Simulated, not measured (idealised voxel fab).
Name of the process module below: voxel transistor to metal
Pictured: cross-section cut, 275 nm wide, on a grid of 5 nm square cells.
How to read a cross-section here: the picture is a grid of square cells, written as bands going from the top down, and any band can span one or more rows of cells. Band: top and bottom heights (nm) first, top before bottom; then materials from left to right, widths in nm. "everywhere" marks a sole material filling the band edge to edge. "air" denotes empty space. It should be noted that heights are counted from 0, beneath which the wafer as supplied is of one material throughout, and that the lowest band possesses no lower boundary but continues downward, as written in "from 0 down". The two numbers in a width such as "30..40" mark its ends across the band: the first belongs to the top row of cells, the second to the bottom row, and from each row to the next the width moves by the same amount. It should be understood that the words "no change occurred", when stated for a given step, signify that the cross-section underwent no change in any of its cells during that step. Voids, enclosed: empty space of 8 cells or more with no open way to the top, each as width x height at its distance from the left edge, in nm. Where a step's line continues beyond its settings, the continuation is a remark by the simulator itself on that step. The optional step-line setting "overlay nm" applies to steps with a mask and quantifies how far to the right of its planned location the mask lay, a negative value indicating leftward placement.
[Process steps - plan]
| 1 | RECEIVE, material Si |
| 2 | OXIDIZE, depth nm 5 |
| 3 | CONFORMAL_DEP, material SiN, thk nm 15 |
| 4 | MASKED_ETCH, tone cover, mask id ACTIVE, width nm 105, pitch nm 125, etch materials SiN, depth nm 15, overlay nm 0 |
| 5 | MASKED_ETCH, tone cover, mask id ACTIVE, width nm 105, pitch nm 125, etch materials SiO2, depth nm 5, overlay nm 0 |
| 6 | MASKED_ETCH, tone cover, mask id ACTIVE, width nm 105, pitch nm 125, etch materials Si, depth nm 20, overlay nm 0 |
| 7 | FILL_DEP, material SiO2, thk nm 10 |
| 8 | CMP, height nm 15 |
| 9 | SELECTIVE_ETCH, etch materials SiO2, depth nm 5 |
| 10 | STRIP, etch materials SiN |
| 11 | SELECTIVE_ETCH, etch materials SiO2, depth nm 5 |
| 12 | OXIDIZE, depth nm 5 |
| 13 | DIRECTIONAL_DEP, material polySi, thk nm 20 |
| 14 | DIRECTIONAL_DEP, material SiCN, thk nm 15 |
| 15 | DIRECTIONAL_DEP, material aC, thk nm 10 |
| 16 | PATTERN, tone cover, mask id GATE, material resist, width nm 25, pitch nm 125, thk nm 30, overlay nm 0 |
| 17 | DIRECTIONAL_ETCH, etch materials aC, depth nm 10 |
| 18 | STRIP, etch materials resist |
| 19 | DIRECTIONAL_ETCH, etch materials SiCN, depth nm 25 |
| 20 | DIRECTIONAL_ETCH, etch materials polySi, depth nm 30 |
| 21 | STRIP, etch materials aC |
| 22 | CONFORMAL_DEP, material SiN, thk nm 10 |
| 23 | DIRECTIONAL_ETCH, etch materials SiN, depth nm 10 |
| 24 | DIRECTIONAL_ETCH, etch materials SiO2, depth nm 5 |
| 25 | DIRECTIONAL_ETCH, etch materials Si, depth nm 10 |
| 26 | EPI, material nSi, thk nm 10 |
| 27 | FILL_DEP, material SiO2, thk nm 5 |
| 28 | CMP, height nm 15 |
| 29 | STRIP, etch materials polySi |
| 30 | SELECTIVE_ETCH, etch materials SiO2, depth nm 5 |
| 31 | CONFORMAL_DEP, material HfO2, thk nm 5 |
| 32 | CONFORMAL_DEP, material TiN, thk nm 5 |
| 33 | FILL_DEP, material W, thk nm 5 |
| 34 | CMP, height nm 10 |
| 35 | DIRECTIONAL_DEP, material SiO2, thk nm 15 |
| 36 | DIRECTIONAL_DEP, material aC, thk nm 15 |
| 37 | PATTERN, tone open, mask id CONTACT, material resist, width nm 20, thk nm 30, overlay nm 0 |
| 38 | DIRECTIONAL_ETCH, etch materials aC, depth nm 15 |
| 39 | STRIP, etch materials resist |
| 40 | DIRECTIONAL_ETCH, etch materials SiO2, depth nm 35 |
| 41 | STRIP, etch materials aC |
| 42 | CONFORMAL_DEP, material TiN, thk nm 5 |
| 43 | FILL_DEP, material W, thk nm 10 |
| 44 | CMP, height nm 25 |
| 45 | DIRECTIONAL_DEP, material TiN, thk nm 5 |
| 46 | DIRECTIONAL_DEP, material Ru, thk nm 15 |
| 47 | PATTERN, tone cover, mask id METAL_1, material resist, width nm 20, thk nm 15, overlay nm 0 |
| 48 | DIRECTIONAL_ETCH, etch materials Ru, depth nm 15 |
| 49 | DIRECTIONAL_ETCH, etch materials TiN, depth nm 5 |
| 50 | STRIP, etch materials resist |
| 51 | FILL_DEP, material SiO2, thk nm 5 |
| 52 | CMP, height nm 45 |
| 53 | CONFORMAL_DEP, material SiCN, thk nm 5 |
[Cross-section of the wafer upon arrival, representing the state reached after step 1]
> from 0 down: Si everywhere
> Voids, enclosed: none
[End-of-module cross-section. Starting structure and process plan as above; one mistake made in running it]
> from 50 to 45: SiCN everywhere
> from 45 to 30: SiO2 (25) | Ru (20) | SiO2 (55) | Ru (20) | SiO2 (30) | Ru (20) | SiO2 (55) | Ru (20) | SiO2 (30)
> from 30 to 25: SiO2 (25) | TiN (20) | SiO2 (55) | TiN (20) | SiO2 (30) | TiN (20) | SiO2 (55) | TiN (20) | SiO2 (30)
> from 25 to 10: SiO2 (25) | TiN (5) | W (10) | TiN (5) | SiO2 (55) | TiN (5) | W (10) | TiN (5) | SiO2 (30) | TiN (5) | W (10) | TiN (5) | SiO2 (55) | TiN (5) | W (10) | TiN (5) | SiO2 (30)
> from 10 to 5: SiO2 (25) | TiN (20) | SiO2 (5) | SiN (10) | HfO2 (5) | TiN (5) | W (5) | TiN (5) | HfO2 (5) | SiN (10) | SiO2 (5) | TiN (20) | SiO2 (30) | TiN (20) | SiO2 (5) | SiN (10) | HfO2 (5) | TiN (5) | W (5) | TiN (5) | HfO2 (5) | SiN (10) | SiO2 (5) | TiN (20) | SiO2 (30)
> from 5 to 0: SiO2 (20) | SiN (10) | nSi (20) | SiN (10) | HfO2 (5) | TiN (15) | HfO2 (5) | SiN (10) | nSi (20) | SiN (10) | SiO2 (20) | SiN (10) | nSi (20) | SiN (10) | HfO2 (5) | TiN (15) | HfO2 (5) | SiN (10) | nSi (20) | SiN (10) | SiO2 (25)
> from 0 to -5: SiO2 (30) | nSi (20) | SiO2 (5) | HfO2 (35) | SiO2 (5) | nSi (20) | SiO2 (40) | nSi (20) | SiO2 (5) | HfO2 (35) | SiO2 (5) | nSi (20) | SiO2 (35)
> from -5 to -15: SiO2 (20) | Si (10) | nSi (20) | Si (45) | nSi (20) | Si (10) | SiO2 (20) | Si (10) | nSi (20) | Si (45) | nSi (20) | Si (10) | SiO2 (25)
> from -15 to -25: SiO2 (20) | Si (105) | SiO2 (20) | Si (105) | SiO2 (25)
> from -25 down: Si everywhere
> Voids, enclosed: none
Heads up, the wafer didn't run the way we planned it: steps 10 and 11 swapped
